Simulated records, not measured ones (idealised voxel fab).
Presented below is a process module, voxel self aligned vias.
The figure presents cross-section cut, which has a width of 200 nm and is divided into square cells with an edge length of 5 nm.
A cross-section in this document is a grid of square cells, and it is written down as bands, the top band listed before the ones below it; a band is made up of one or more rows of cells.
Look at the band entry: it leads with the top's height and the bottom's height in nm. Then it lists the materials left to right, with a width in nm for each. The word "edge to edge" on a single material says that material fills the band edge to edge. The word "empty" is empty space.
Height is counted from the level 0, under which the received wafer is composed throughout of one material. The lowest of the bands is not closed at the bottom but continues downward, in the notation "top 0, no bottom".
Quick explanation for "30->40": the width changes in equal steps down the rows of cells, from the first number in the band's top row to the second number in its bottom row.
Where the words "no alteration" appear for a step, the cross-section shows no cell changed by that step; every cell remained as before.
The list in "Tabulated closed voids" covers empty spaces of 8 cells or more that cannot reach the top through any open way, and it gives each as width x height at distance; the distance is from the left edge, and width, height and distance are in nm.
Step line, after settings: the simulator's comment on this step.
"overlay nm" on a masked step: distance the mask lay right of its planned place, negative for left.
### This section lists the process steps that were planned
- 1: RECEIVE [material Si]
- 2: CONFORMAL_DEP [material SiO2] [thk nm 10]
- 3: CONFORMAL_DEP [material SiCN] [thk nm 5]
- 4: DIRECTIONAL_DEP [material SiO2] [thk nm 20]
- 5: MASKED_ETCH [tone open] [mask id LINES] [width nm 30] [pitch nm 75] [etch materials SiO2] [depth nm 20] [overlay nm 0]
- 6: CONFORMAL_DEP [material TiN] [thk nm 5]
- 7: FILL_DEP [material Ru] [thk nm 5]
- 8: CMP [height nm 35]
- 9: SELECTIVE_ETCH [etch materials W Ru TiN] [depth nm 5]
- 10: FILL_DEP [material SiN] [thk nm 5]
- 11: CMP [height nm 35]
- 12: DIRECTIONAL_DEP [material SiO2] [thk nm 20]
- 13: MASKED_ETCH [tone open] [mask id VIAS] [width nm 50] [pitch nm 75] [etch materials SiO2] [depth nm 20] [overlay nm 0]
- 14: MASKED_ETCH [tone open] [mask id VIAS] [width nm 50] [pitch nm 75] [etch materials SiN] [depth nm 5] [overlay nm 0]
- 15: CONFORMAL_DEP [material TiN] [thk nm 5]
- 16: FILL_DEP [material W] [thk nm 5]
- 17: CMP [height nm 55]
- 18: CONFORMAL_DEP [material SiN] [thk nm 5]
### Cross-section of the wafer as it came to us, i.e., already through step 1
top 0, no bottom | Si edge to edge
Tabulated closed voids: none
### As-planned run: cross-section of the first of two wafers at end of module
top 60, bottom 55 | SiN edge to edge
top 55, bottom 40 | 35 of SiO2; 5 of TiN; 40 of W; 5 of TiN; 25 of SiO2; 5 of TiN; 40 of W; 5 of TiN; 40 of SiO2
top 40, bottom 35 | 35 of SiO2; 15 of TiN; 20 of W; 15 of TiN; 25 of SiO2; 15 of TiN; 20 of W; 15 of TiN; 40 of SiO2
top 35, bottom 30 | 45 of SiO2; 30 of TiN; 45 of SiO2; 30 of TiN; 50 of SiO2
top 30, bottom 20 | 45 of SiO2; 5 of TiN; 20 of Ru; 5 of TiN; 45 of SiO2; 5 of TiN; 20 of Ru; 5 of TiN; 50 of SiO2
top 20, bottom 15 | 45 of SiO2; 30 of TiN; 45 of SiO2; 30 of TiN; 50 of SiO2
top 15, bottom 10 | SiCN edge to edge
top 10, bottom 0 | SiO2 edge to edge
top 0, no bottom | Si edge to edge
Tabulated closed voids: none
### Second wafer through the module, sectioned at the end: same beginning and same plan as the first wafer, with one mistake in carrying it out
top 60, bottom 55 | SiN edge to edge
top 55, bottom 40 | 35 of SiO2; 5 of TiN; 40 of W; 5 of TiN; 25 of SiO2; 5 of TiN; 40 of W; 5 of TiN; 40 of SiO2
top 40, bottom 35 | 35 of SiO2; 50 of TiN; 25 of SiO2; 50 of TiN; 40 of SiO2
top 35, bottom 30 | SiCN edge to edge
top 30, bottom 0 | SiO2 edge to edge
top 0, no bottom | Si edge to edge
Tabulated closed voids: none
Short version of what went wrong: step 3 ran in the slot meant for step 4, and vice versa
Bottom line after processing is that, in cells, the second wafer is up or down on some materials versus the first: -16 Ru, +48 SiO2, -24 TiN, -8 W
